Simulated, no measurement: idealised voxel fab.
Process module name: voxel double patterning
Shown is cross-section cut, with a width of 175 nm and square cells of size 5 nm.
We lay out every cross-section as a grid of square cells and spell it out in bands from the top down, where one band means one or more rows of cells. Quick guide to a band line: top height, bottom height (nm) up front; then every material left to right with its width in nm. Only one material and it's marked "full width"? Then it fills the band edge to edge. And "empty" just means empty space. Heights from 0 (as-received wafer is one material below). Bottom band endless downward, as "0 and below". Think of "30->40" as a width that walks from the first number to the second as you go down the band, top row to bottom row, taking equal-sized steps from row to row. For the purposes of this document, the phrase "nothing different" attached to a step denotes that no cell within the cross-section was modified by that step. You'll see "Sealed void inventory" listing empty spaces that have no way open to the top, as long as they're 8 cells or more; the notation is width x height at distance, where the distance is from the left edge, and all of it is in nm. Post-settings text on a step line: simulator's own remark regarding the step. The line of a step may include "overlay nm". On a step with a mask, this value is how far to the right of its planned place the mask lay. A negative value means the mask lay to the left.
-- Steps planned for the process
1: RECEIVE with material Si
2: CONFORMAL_DEP with material SiN, thk nm 10
3: DIRECTIONAL_DEP with material SiO2, thk nm 20
4: DIRECTIONAL_DEP with material SiCN, thk nm 10
5: MASKED_ETCH with tone open, mask id FIRST, width nm 15, pitch nm 50, etch materials SiCN, depth nm 10, overlay nm 0
6: DIRECTIONAL_DEP with material aC, thk nm 15
7: PATTERN with tone open, mask id SECOND, material resist, width nm 15, thk nm 35, overlay nm 0
8: DIRECTIONAL_ETCH with etch materials aC, depth nm 15
9: STRIP with etch materials resist
10: DIRECTIONAL_ETCH with etch materials SiCN, depth nm 10
11: STRIP with etch materials aC
12: DIRECTIONAL_ETCH with etch materials SiO2, depth nm 20
13: STRIP with etch materials SiCN
-- Step 1 complete: cross-section of the wafer as received
	0 and below: Si full width
	Sealed void inventory: none
-- Looking at the first of two wafers in cross-section at end of module - ran to plan
	30 down to 10: 55 SiO2; 15 empty; 10 SiO2; 15 empty; 10 SiO2; 15 empty; 55 SiO2
	10 down to 0: SiN full width
	0 and below: Si full width
	Sealed void inventory: none
-- Here is the second of the two wafers cut open at the end of the module - same start, same plan as the first one, but we made one mistake running it
	20 down to 0: 55 SiO2; 15 empty; 10 SiO2; 15 empty; 10 SiO2; 15 empty; 55 SiO2
	0 and below: Si full width
	Sealed void inventory: none
Short version of what went wrong: step 2 of the plan got skipped, so it never ran
At the finish, the second wafer shows more or fewer cells for some materials than the first does: SiN -70
